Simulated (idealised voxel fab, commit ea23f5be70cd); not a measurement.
Presented below is a process module, voxel released beams.
In the cross-section labelled cut, the width is 240 nm and each square cell is 5 nm.
Cross-section spec: square-cell grid; bands listed top down; each band is one or more rows.
Quick guide to a band line: top height, bottom height (nm) up front; then every material left to right with its width in nm. Only one material and it's marked "everywhere"? Then it fills the band edge to edge. And "blank" just means empty space.
Convention: height 0 is the level below which the wafer, as received, is all one material. The lowest band does not terminate at the bottom but continues downward, represented as "0 nm and below".
Width "30..40": first value at the band's top row of cells, second value at its bottom row, equal change from row to row.
It should be understood that the words "no change occurred", when stated for a given step, signify that the cross-section underwent no change in any of its cells during that step.
Under "Enclosed cavity list" you'll find the enclosed gaps, the ones with no way out to the top, that are 8 cells or bigger; each reads width x height at distance, with distance counted from the left edge, everything in nm.
Step line, after settings: the simulator's comment on this step.
overlay nm: mask offset rightward from planned place, masked step; negative means leftward offset.
THE STEPS PLANNED FOR THE PROCESS ARE AS FOLLOWS
1) RECEIVE: material Si
2) CONFORMAL_DEP: material Al2O3, thk nm 5
3) DIRECTIONAL_DEP: material SiO2, thk nm 20
4) DIRECTIONAL_DEP: material aC, thk nm 15
5) PATTERN: tone open, mask id ANCHOR, material resist, width nm 45, thk nm 35, overlay nm 0
6) DIRECTIONAL_ETCH: etch materials aC, depth nm 15
7) STRIP: etch materials resist
8) DIRECTIONAL_ETCH: etch materials SiO2, depth nm 20
9) STRIP: etch materials aC
10) CONFORMAL_DEP: material polySi, thk nm 15
11) MASKED_ETCH: tone cover, mask id BEAM, width nm 100, etch materials polySi, depth nm 15, overlay nm 0
12) STRIP: etch materials SiO2
AS RECEIVED, AFTER STEP 1
- 0 nm and below  Si everywhere
- Enclosed cavity list: none
THE MODULE WAS RUN FROM THE START SHOWN ABOVE USING THE PLAN SHOWN ABOVE, BUT ONE MISTAKE WAS MADE DOING IT; THE RESULTING WAFER CROSS-SECTION IS BELOW
- 40 nm to 25 nm  55 of blank, then 30 of polySi, then 15 of blank, then 55 of polySi, then 85 of blank
- 25 nm to 20 nm  70 of blank, then 15 of polySi, then 15 of blank, then 15 of polySi, then 125 of blank
- 20 nm to 5 nm  70 of blank, then 45 of polySi, then 125 of blank
- 5 nm to 0 nm  Al2O3 everywhere
- 0 nm and below  Si everywhere
- Enclosed cavity list: none
Finding, execution versus plan: step 11, actual vs plan mismatch, actual run MASKED_ETCH: tone cover, mask id BEAM, width nm 100, etch materials polySi, depth nm 15, overlay nm -10
